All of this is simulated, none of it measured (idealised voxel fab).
The process module presented herein is designated voxel trench capacitor.
For reference, the cross-section in this document is cut, with width 240 nm and square cells of 5 nm.
Heads up, the way a cross-section reads in here is a grid of square cells, handed over as bands from the top down, with every band being one or more rows of cells. Heads up on the band format: heights come first, top then bottom, in nm. After that it's the materials left to right, each with its width in nm. A single material flagged "edge to edge" fills the whole band edge to edge, and "empty" means there's empty space there. Heights are expressed relative to 0, this being the level below which the as-received wafer comprises one material exclusively. The lowest band is unbounded in the downward direction and is denoted as in "z 0 and below". Graded width ("30..40"): value in top row of band = first number; value in bottom row = second number; row-to-row change constant. Step note "everything unchanged" = no cross-section cell changed. In the "Sealed internal cavities" entry, you get each enclosed empty space of 8 cells or more, one with no open way to the top, written width x height at distance, distance from the left edge, in nm. Text after the settings on a step's line: the simulator's own remark on that step. overlay nm, on a step with a mask: how far to the right of its planned place the mask lay; to the left if negative.

# The planned process steps are enumerated hereunder
- 1: RECEIVE (material Si)
- 2: CONFORMAL_DEP (material SiN; thk nm 10)
- 3: PATTERN (tone open; mask id TRENCH; material resist; width nm 25; pitch nm 50; thk nm 15; overlay nm 0)
- 4: DIRECTIONAL_ETCH (etch materials SiN; depth nm 10)
- 5: DIRECTIONAL_ETCH (etch materials Si; depth nm 40)
- 6: STRIP (etch materials resist)
- 7: CONFORMAL_DEP (material HfO2; thk nm 5)
- 8: CONFORMAL_DEP (material TiN; thk nm 5)
- 9: FILL_DEP (material W; thk nm 5)
- 10: CMP (height nm 10)

# First of the two wafers, run per plan

# This is the cross-section of the wafer as we received it, i.e. after step 1
  z 0 and below | Si edge to edge
  Sealed internal cavities: none

# Cross-section: wafer state after step 2
  z 10 to 0 | SiN edge to edge
  All layers under 0 are left as they were.

# Cross-section: wafer state after step 3
  z 25 to 10 | resist: 55 / empty: 25 / resist: 25 / empty: 25 / resist: 25 / empty: 25 / resist: 60
  All layers under 10 are left as they were.

# Cross-section: wafer state after step 4
  z 25 to 10 | resist: 55 / empty: 25 / resist: 25 / empty: 25 / resist: 25 / empty: 25 / resist: 60
  z 10 to 0 | SiN: 55 / empty: 25 / SiN: 25 / empty: 25 / SiN: 25 / empty: 25 / SiN: 60
  All layers under 0 are left as they were.

# Cross-section: wafer state after step 5
  z 25 to 10 | resist: 55 / empty: 25 / resist: 25 / empty: 25 / resist: 25 / empty: 25 / resist: 60
  z 10 to 0 | SiN: 55 / empty: 25 / SiN: 25 / empty: 25 / SiN: 25 / empty: 25 / SiN: 60
  z 0 to -40 | Si: 55 / empty: 25 / Si: 25 / empty: 25 / Si: 25 / empty: 25 / Si: 60
  All layers under -40 are left as they were.

# Cross-section: wafer state after step 6
  z 10 to 0 | SiN: 55 / empty: 25 / SiN: 25 / empty: 25 / SiN: 25 / empty: 25 / SiN: 60
  All layers under 0 are left as they were.

# Cross-section: wafer state after step 7
  z 15 to 10 | HfO2: 60 / empty: 15 / HfO2: 35 / empty: 15 / HfO2: 35 / empty: 15 / HfO2: 65
  z 10 to 0 | SiN: 55 / HfO2: 5 / empty: 15 / HfO2: 5 / SiN: 25 / HfO2: 5 / empty: 15 / HfO2: 5 / SiN: 25 / HfO2: 5 / empty: 15 / HfO2: 5 / SiN: 60
  z 0 to -35 | Si: 55 / HfO2: 5 / empty: 15 / HfO2: 5 / Si: 25 / HfO2: 5 / empty: 15 / HfO2: 5 / Si: 25 / HfO2: 5 / empty: 15 / HfO2: 5 / Si: 60
  z -35 to -40 | Si: 55 / HfO2: 25 / Si: 25 / HfO2: 25 / Si: 25 / HfO2: 25 / Si: 60
  All layers under -40 are left as they were.

# Cross-section: wafer state after step 8
  z 20 to 15 | TiN: 65 / empty: 5 / TiN: 45 / empty: 5 / TiN: 45 / empty: 5 / TiN: 70
  z 15 to 10 | HfO2: 60 / TiN: 5 / empty: 5 / TiN: 5 / HfO2: 35 / TiN: 5 / empty: 5 / TiN: 5 / HfO2: 35 / TiN: 5 / empty: 5 / TiN: 5 / HfO2: 65
  z 10 to 0 | SiN: 55 / HfO2: 5 / TiN: 5 / empty: 5 / TiN: 5 / HfO2: 5 / SiN: 25 / HfO2: 5 / TiN: 5 / empty: 5 / TiN: 5 / HfO2: 5 / SiN: 25 / HfO2: 5 / TiN: 5 / empty: 5 / TiN: 5 / HfO2: 5 / SiN: 60
  z 0 to -30 | Si: 55 / HfO2: 5 / TiN: 5 / empty: 5 / TiN: 5 / HfO2: 5 / Si: 25 / HfO2: 5 / TiN: 5 / empty: 5 / TiN: 5 / HfO2: 5 / Si: 25 / HfO2: 5 / TiN: 5 / empty: 5 / TiN: 5 / HfO2: 5 / Si: 60
  z -30 to -35 | Si: 55 / HfO2: 5 / TiN: 15 / HfO2: 5 / Si: 25 / HfO2: 5 / TiN: 15 / HfO2: 5 / Si: 25 / HfO2: 5 / TiN: 15 / HfO2: 5 / Si: 60
  All layers under -35 are left as they were.

# Cross-section: wafer state after step 9
  z 25 to 20 | W edge to edge
  z 20 to 15 | TiN: 65 / W: 5 / TiN: 45 / W: 5 / TiN: 45 / W: 5 / TiN: 70
  z 15 to 10 | HfO2: 60 / TiN: 5 / W: 5 / TiN: 5 / HfO2: 35 / TiN: 5 / W: 5 / TiN: 5 / HfO2: 35 / TiN: 5 / W: 5 / TiN: 5 / HfO2: 65
  z 10 to 0 | SiN: 55 / HfO2: 5 / TiN: 5 / W: 5 / TiN: 5 / HfO2: 5 / SiN: 25 / HfO2: 5 / TiN: 5 / W: 5 / TiN: 5 / HfO2: 5 / SiN: 25 / HfO2: 5 / TiN: 5 / W: 5 / TiN: 5 / HfO2: 5 / SiN: 60
  z 0 to -30 | Si: 55 / HfO2: 5 / TiN: 5 / W: 5 / TiN: 5 / HfO2: 5 / Si: 25 / HfO2: 5 / TiN: 5 / W: 5 / TiN: 5 / HfO2: 5 / Si: 25 / HfO2: 5 / TiN: 5 / W: 5 / TiN: 5 / HfO2: 5 / Si: 60
  All layers under -30 are left as they were.

# Cross-section: wafer state after step 10
  z 10 to 0 | SiN: 55 / HfO2: 5 / TiN: 5 / W: 5 / TiN: 5 / HfO2: 5 / SiN: 25 / HfO2: 5 / TiN: 5 / W: 5 / TiN: 5 / HfO2: 5 / SiN: 25 / HfO2: 5 / TiN: 5 / W: 5 / TiN: 5 / HfO2: 5 / SiN: 60
  All layers under 0 are left as they were.

# Notes, second wafer: start = first wafer's, plan = first wafer's, execution had one mistake; history identical to first through step 2

# Look at the second wafer in cross-section at the time step 3 ought to have finished
  z 25 to 10 | resist: 45 / empty: 25 / resist: 25 / empty: 25 / resist: 25 / empty: 25 / resist: 70
  All layers under 10 are left as they were.

# Look at the second wafer in cross-section at the time step 4 ought to have finished
  z 25 to 10 | resist: 45 / empty: 25 / resist: 25 / empty: 25 / resist: 25 / empty: 25 / resist: 70
  z 10 to 0 | SiN: 45 / empty: 25 / SiN: 25 / empty: 25 / SiN: 25 / empty: 25 / SiN: 70
  All layers under 0 are left as they were.

# Look at the second wafer in cross-section at the time step 5 ought to have finished
  z 25 to 10 | resist: 45 / empty: 25 / resist: 25 / empty: 25 / resist: 25 / empty: 25 / resist: 70
  z 10 to 0 | SiN: 45 / empty: 25 / SiN: 25 / empty: 25 / SiN: 25 / empty: 25 / SiN: 70
  z 0 to -40 | Si: 45 / empty: 25 / Si: 25 / empty: 25 / Si: 25 / empty: 25 / Si: 70
  All layers under -40 are left as they were.

# Look at the second wafer in cross-section at the time step 6 ought to have finished
  z 10 to 0 | SiN: 45 / empty: 25 / SiN: 25 / empty: 25 / SiN: 25 / empty: 25 / SiN: 70
  All layers under 0 are left as they were.

# Look at the second wafer in cross-section at the time step 7 ought to have finished
  z 15 to 10 | HfO2: 50 / empty: 15 / HfO2: 35 / empty: 15 / HfO2: 35 / empty: 15 / HfO2: 75
  z 10 to 0 | SiN: 45 / HfO2: 5 / empty: 15 / HfO2: 5 / SiN: 25 / HfO2: 5 / empty: 15 / HfO2: 5 / SiN: 25 / HfO2: 5 / empty: 15 / HfO2: 5 / SiN: 70
  z 0 to -35 | Si: 45 / HfO2: 5 / empty: 15 / HfO2: 5 / Si: 25 / HfO2: 5 / empty: 15 / HfO2: 5 / Si: 25 / HfO2: 5 / empty: 15 / HfO2: 5 / Si: 70
  z -35 to -40 | Si: 45 / HfO2: 25 / Si: 25 / HfO2: 25 / Si: 25 / HfO2: 25 / Si: 70
  All layers under -40 are left as they were.

# Look at the second wafer in cross-section at the time step 8 ought to have finished
  z 20 to 15 | TiN: 55 / empty: 5 / TiN: 45 / empty: 5 / TiN: 45 / empty: 5 / TiN: 80
  z 15 to 10 | HfO2: 50 / TiN: 5 / empty: 5 / TiN: 5 / HfO2: 35 / TiN: 5 / empty: 5 / TiN: 5 / HfO2: 35 / TiN: 5 / empty: 5 / TiN: 5 / HfO2: 75
  z 10 to 0 | SiN: 45 / HfO2: 5 / TiN: 5 / empty: 5 / TiN: 5 / HfO2: 5 / SiN: 25 / HfO2: 5 / TiN: 5 / empty: 5 / TiN: 5 / HfO2: 5 / SiN: 25 / HfO2: 5 / TiN: 5 / empty: 5 / TiN: 5 / HfO2: 5 / SiN: 70
  z 0 to -30 | Si: 45 / HfO2: 5 / TiN: 5 / empty: 5 / TiN: 5 / HfO2: 5 / Si: 25 / HfO2: 5 / TiN: 5 / empty: 5 / TiN: 5 / HfO2: 5 / Si: 25 / HfO2: 5 / TiN: 5 / empty: 5 / TiN: 5 / HfO2: 5 / Si: 70
  z -30 to -35 | Si: 45 / HfO2: 5 / TiN: 15 / HfO2: 5 / Si: 25 / HfO2: 5 / TiN: 15 / HfO2: 5 / Si: 25 / HfO2: 5 / TiN: 15 / HfO2: 5 / Si: 70
  All layers under -35 are left as they were.

# Look at the second wafer in cross-section at the time step 9 ought to have finished
  z 25 to 20 | W edge to edge
  z 20 to 15 | TiN: 55 / W: 5 / TiN: 45 / W: 5 / TiN: 45 / W: 5 / TiN: 80
  z 15 to 10 | HfO2: 50 / TiN: 5 / W: 5 / TiN: 5 / HfO2: 35 / TiN: 5 / W: 5 / TiN: 5 / HfO2: 35 / TiN: 5 / W: 5 / TiN: 5 / HfO2: 75
  z 10 to 0 | SiN: 45 / HfO2: 5 / TiN: 5 / W: 5 / TiN: 5 / HfO2: 5 / SiN: 25 / HfO2: 5 / TiN: 5 / W: 5 / TiN: 5 / HfO2: 5 / SiN: 25 / HfO2: 5 / TiN: 5 / W: 5 / TiN: 5 / HfO2: 5 / SiN: 70
  z 0 to -30 | Si: 45 / HfO2: 5 / TiN: 5 / W: 5 / TiN: 5 / HfO2: 5 / Si: 25 / HfO2: 5 / TiN: 5 / W: 5 / TiN: 5 / HfO2: 5 / Si: 25 / HfO2: 5 / TiN: 5 / W: 5 / TiN: 5 / HfO2: 5 / Si: 70
  All layers under -30 are left as they were.

# Look at the second wafer in cross-section at the time step 10 ought to have finished
  z 10 to 0 | SiN: 45 / HfO2: 5 / TiN: 5 / W: 5 / TiN: 5 / HfO2: 5 / SiN: 25 / HfO2: 5 / TiN: 5 / W: 5 / TiN: 5 / HfO2: 5 / SiN: 25 / HfO2: 5 / TiN: 5 / W: 5 / TiN: 5 / HfO2: 5 / SiN: 70
  All layers under 0 are left as they were.
Heads up, the wafer didn't run the way we planned it: off-plan run, step 3, actual operation and settings PATTERN (tone open; mask id TRENCH; material resist; width nm 25; pitch nm 50; thk nm 15; overlay nm -10)
By the end, you'd get the same cell count for each material on either wafer, but the second wafer puts them somewhere else.
